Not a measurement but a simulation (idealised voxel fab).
Presented below is a process module, voxel double patterning.
Section shown: cut. Width: 210 nm. Cell size: 5 nm, square.
Reading order for cross-sections: top band down to bottom band. Underlying form: a grid of square cells. Band size: one or more rows of cells.
Top, bottom (nm), then materials left to right with widths (nm); lone material tagged "full width" fills the whole band edge to edge; "air" = empty space.
All heights in this document are referenced to 0, defined as the level beneath which the wafer, as received, consists entirely of one material. The lowest band is not bounded below; it extends indefinitely downward and is written in the form "top 0, no bottom".
You'd read "30 to 40" like this: the band's top row of cells is as wide as the first number, its bottom row is as wide as the second, and going down, every row changes width by the same amount as the row before did.
When a step is marked "stayed the same", none of the cells in the cross-section changed during that step.
This entry, "Catalogued sealed voids", enumerates those empty regions of no fewer than 8 cells that possess no open connection to the top. Each region is reported in the form width x height at distance, the distance being taken from the left edge, with all three quantities expressed in nm.
Step line, after settings: the simulator's comment on this step.
On any step carrying a mask, the "overlay nm" setting, if present on the step's line, tells how far right of its planned place the mask lay; negative values point to the left.

# plan
| 1 | RECEIVE,material Si |
| 2 | CONFORMAL_DEP,material SiO2,thk nm 5 |
| 3 | DIRECTIONAL_DEP,material W,thk nm 10 |
| 4 | DIRECTIONAL_DEP,material SiN,thk nm 10 |
| 5 | MASKED_ETCH,tone open,mask id FIRST,width nm 15,pitch nm 50,etch materials SiN,depth nm 10,overlay nm 0 |
| 6 | MASKED_ETCH,tone open,mask id SECOND,width nm 15,etch materials SiN,depth nm 10,overlay nm 0 |
| 7 | DIRECTIONAL_ETCH,etch materials W,depth nm 10 |
| 8 | STRIP,etch materials SiN |

# As-received state of the wafer in cross-section, equivalent to post-step 1
* top 0, no bottom  Si full width
* Catalogued sealed voids: none

# Looking at the first of two wafers in cross-section at end of module - ran to plan
* top 15, bottom 5  W: 70  air: 15  W: 10  air: 15  W: 10  air: 15  W: 75
* top 5, bottom 0  SiO2 full width
* top 0, no bottom  Si full width
* Catalogued sealed voids: none

# What the second wafer looks like in cross-section once the module is done. Its start and its plan matched the first wafer's exactly; what differed was one mistake in how it was run
* top 15, bottom 5  W: 60  air: 15  W: 20  air: 30  W: 85
* top 5, bottom 0  SiO2 full width
* top 0, no bottom  Si full width
* Catalogued sealed voids: none
Nonconformance to the process plan: step 5 was processed under conditions differing from the plan, specifically as MASKED_ETCH,tone open,mask id FIRST,width nm 15,pitch nm 50,etch materials SiN,depth nm 10,overlay nm -10
The concluding comparison shows that, measured in cells, each material is equally abundant on both wafers, albeit at different positions.
